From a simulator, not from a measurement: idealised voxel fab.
process module | voxel trench capacitor
cross-section cut | 175 nm wide | cells 5 nm
A cross-section is a grid of square cells, given in bands from the top down. A band is one or more rows of cells.
Each band's line starts with the height of the band's top and of its bottom, in nm. Then come its materials from left to right, each with its width in nm. One material with "throughout" fills the band from edge to edge. "air" is empty space.
Height 0 is the level under which the wafer as received is all one material. The lowest band goes on downwards, as in "0 down".
A width such as "30 to 40" changes by the same amount from each row of cells to the next, from the band's top row to its bottom row.
"no change" after a step means that no cell of the cross-section changed.
closed voids: empty space of 8 cells or more with no open way to the top, each as width x height at its distance from the left edge, in nm
after a step's settings: what the simulator itself notes on the step
overlay nm, on a step with a mask: how far to the right of its planned place the mask lay; to the left if negative
plan
1 op RECEIVE | material Si
2 op CONFORMAL_DEP | material SiN | thk nm 10
3 op DIRECTIONAL_DEP | material aC | thk nm 15
4 op PATTERN | tone open | mask id TRENCH | material resist | width nm 25 | pitch nm 40 | thk nm 30 | overlay nm 0
5 op DIRECTIONAL_ETCH | etch materials aC | depth nm 15
6 op STRIP | etch materials resist
7 op DIRECTIONAL_ETCH | etch materials SiN | depth nm 10
8 op DIRECTIONAL_ETCH | etch materials Si | depth nm 35
9 op STRIP | etch materials aC
10 op CONFORMAL_DEP | material Al2O3 | thk nm 5
11 op CONFORMAL_DEP | material TiN | thk nm 5
12 op FILL_DEP | material W | thk nm 10
13 op CMP | height nm 10
as received, after step 1
  0 down: Si throughout
  closed voids: none
a wafer at the end: this start, this plan, one mistake
  10 to 0: SiN 30 | Al2O3 5 | TiN 5 | W 5 | TiN 5 | Al2O3 5 | SiN 15 | Al2O3 5 | TiN 5 | W 5 | TiN 5 | Al2O3 5 | SiN 15 | Al2O3 5 | TiN 5 | W 5 | TiN 5 | Al2O3 5 | SiN 40
  0 to -25: Si 30 | Al2O3 5 | TiN 5 | W 5 | TiN 5 | Al2O3 5 | Si 15 | Al2O3 5 | TiN 5 | W 5 | TiN 5 | Al2O3 5 | Si 15 | Al2O3 5 | TiN 5 | W 5 | TiN 5 | Al2O3 5 | Si 40
  -25 to -30: Si 30 | Al2O3 5 | TiN 15 | Al2O3 5 | Si 15 | Al2O3 5 | TiN 15 | Al2O3 5 | Si 15 | Al2O3 5 | TiN 15 | Al2O3 5 | Si 40
  -30 to -35: Si 30 | Al2O3 25 | Si 15 | Al2O3 25 | Si 15 | Al2O3 25 | Si 40
  -35 down: Si throughout
  closed voids: none
what went wrong: step 4 ran as: op PATTERN | tone open | mask id TRENCH | material resist | width nm 25 | pitch nm 40 | thk nm 30 | overlay nm -5
